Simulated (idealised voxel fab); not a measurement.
This section sets out a process module, namely voxel self aligned contacts.
The figure presents cross-section cut, which has a width of 285 nm and is divided into square cells with an edge length of 5 nm.
Throughout this document, each cross-section is represented as a grid of square cells and is presented as a sequence of bands enumerated from the top downward, where a band comprises one or more rows of cells.
The band entry comprises the height of the band's top followed by the height of its bottom, expressed in nm, and subsequently the band's materials from left to right, each stated together with its width in nm. Where a single material is marked with the word "all across", that material fills the band from edge to edge. The word "empty" represents empty space.
Height datum 0, below which the as-received substrate wafer is one material. Lowest band open at the bottom, running downward: "top 0, no bottom".
When a width is written as two numbers, as in "30..40", the first number is the width in the top row of cells of the band and the second is the width in its bottom row, and the width changes by the same amount from each row to the next.
"remained unchanged", as given for a step, is the statement that not any cell of the cross-section underwent a change during that step.
Each empty space that has no open way to the top and spans at least 8 cells appears under "Enclosed cavities" as width x height at distance, the distance counted from the left edge, all in nm.
Post-settings text on a step line: simulator's own remark regarding the step.
The optional step-line setting "overlay nm" applies to steps with a mask and quantifies how far to the right of its planned location the mask lay, a negative value indicating leftward placement.
The process steps that were planned are listed below:
1) RECEIVE | material Si
2) OXIDIZE | depth nm 5
3) DIRECTIONAL_DEP | material polySi | thk nm 30
4) DIRECTIONAL_DEP | material SiN | thk nm 25
5) PATTERN | tone cover | mask id GATE | material resist | width nm 35 | pitch nm 75 | thk nm 20 | overlay nm 0
6) DIRECTIONAL_ETCH | etch materials SiN | depth nm 25
7) DIRECTIONAL_ETCH | etch materials polySi | depth nm 30
8) STRIP | etch materials resist
9) CONFORMAL_DEP | material SiN | thk nm 10
10) DIRECTIONAL_ETCH | etch materials SiN | depth nm 5
11) FILL_DEP | material SiO2 | thk nm 20
12) CMP | height nm 65
13) PATTERN | tone open | mask id CONTACT | material resist | width nm 50 | pitch nm 75 | thk nm 15 | overlay nm 0
14) DIRECTIONAL_ETCH | etch materials SiO2 | depth nm 70
15) STRIP | etch materials resist
16) CONFORMAL_DEP | material TiN | thk nm 5
17) FILL_DEP | material W | thk nm 10
18) CMP | height nm 65
19) CONFORMAL_DEP | material SiN | thk nm 5
For clarity, it should be stated that the wafers under discussion commence in an identical condition and differ with respect to the depth nm of step 10, the plan indicating the value that the first wafer had.
The first of several wafers, as received after step 1, seen in section:
    top 0, no bottom: Si all across
    Enclosed cavities: none
After the module's final step, step 19: the first of several wafers in cross-section:
    top 70, bottom 65: SiN all across
    top 65, bottom 60: 80 nm SiO2 / 20 nm TiN / 10 nm W / 20 nm TiN / 25 nm SiO2 / 20 nm TiN / 10 nm W / 20 nm TiN / 80 nm SiO2
    top 60, bottom 30: 40 nm SiO2 / 55 nm SiN / 5 nm TiN / 10 nm W / 5 nm TiN / 55 nm SiN / 5 nm TiN / 10 nm W / 5 nm TiN / 55 nm SiN / 40 nm SiO2
    top 30, bottom 10: 40 nm SiO2 / 10 nm SiN / 35 nm polySi / 10 nm SiN / 5 nm TiN / 10 nm W / 5 nm TiN / 10 nm SiN / 35 nm polySi / 10 nm SiN / 5 nm TiN / 10 nm W / 5 nm TiN / 10 nm SiN / 35 nm polySi / 10 nm SiN / 40 nm SiO2
    top 10, bottom 5: 40 nm SiO2 / 10 nm SiN / 35 nm polySi / 10 nm SiN / 20 nm TiN / 10 nm SiN / 35 nm polySi / 10 nm SiN / 20 nm TiN / 10 nm SiN / 35 nm polySi / 10 nm SiN / 40 nm SiO2
    top 5, bottom 0: 50 nm SiN / 35 nm polySi / 40 nm SiN / 35 nm polySi / 40 nm SiN / 35 nm polySi / 50 nm SiN
    top 0, bottom -5: SiO2 all across
    top -5, no bottom: Si all across
    Enclosed cavities: none
The module's end: a cross-section of the last wafer:
    top 70, bottom 65: SiN all across
    top 65, bottom 50: 80 nm SiO2 / 5 nm TiN / 40 nm W / 5 nm TiN / 25 nm SiO2 / 5 nm TiN / 40 nm W / 5 nm TiN / 80 nm SiO2
    top 50, bottom 45: 80 nm SiO2 / 20 nm TiN / 10 nm W / 20 nm TiN / 25 nm SiO2 / 20 nm TiN / 10 nm W / 20 nm TiN / 80 nm SiO2
    top 45, bottom 30: 40 nm SiO2 / 55 nm SiN / 5 nm TiN / 10 nm W / 5 nm TiN / 55 nm SiN / 5 nm TiN / 10 nm W / 5 nm TiN / 55 nm SiN / 40 nm SiO2
    top 30, bottom 0: 40 nm SiO2 / 10 nm SiN / 35 nm polySi / 10 nm SiN / 5 nm TiN / 10 nm W / 5 nm TiN / 10 nm SiN / 35 nm polySi / 10 nm SiN / 5 nm TiN / 10 nm W / 5 nm TiN / 10 nm SiN / 35 nm polySi / 10 nm SiN / 40 nm SiO2
    top 0, bottom -5: 95 nm SiO2 / 20 nm TiN / 55 nm SiO2 / 20 nm TiN / 95 nm SiO2
    top -5, no bottom: Si all across
    Enclosed cavities: none
Rows = wafers. At module end, each row lists per material the cells gained (+) or lost (-) since the wafer was received, then the closed voids:
depth nm 5, -57 Si, +351 SiN, +270 SiO2, +64 TiN, +44 W, +126 polySi, Enclosed cavities: none
depth nm 10, -57 Si, +294 SiN, +299 SiO2, +72 TiN, +64 W, +126 polySi, Enclosed cavities: none
depth nm 15, -57 Si, +261 SiN, +320 SiO2, +72 TiN, +76 W, +126 polySi, Enclosed cavities: none
depth nm 20, -57 Si, +228 SiN, +341 SiO2, +72 TiN, +88 W, +126 polySi, Enclosed cavities: none
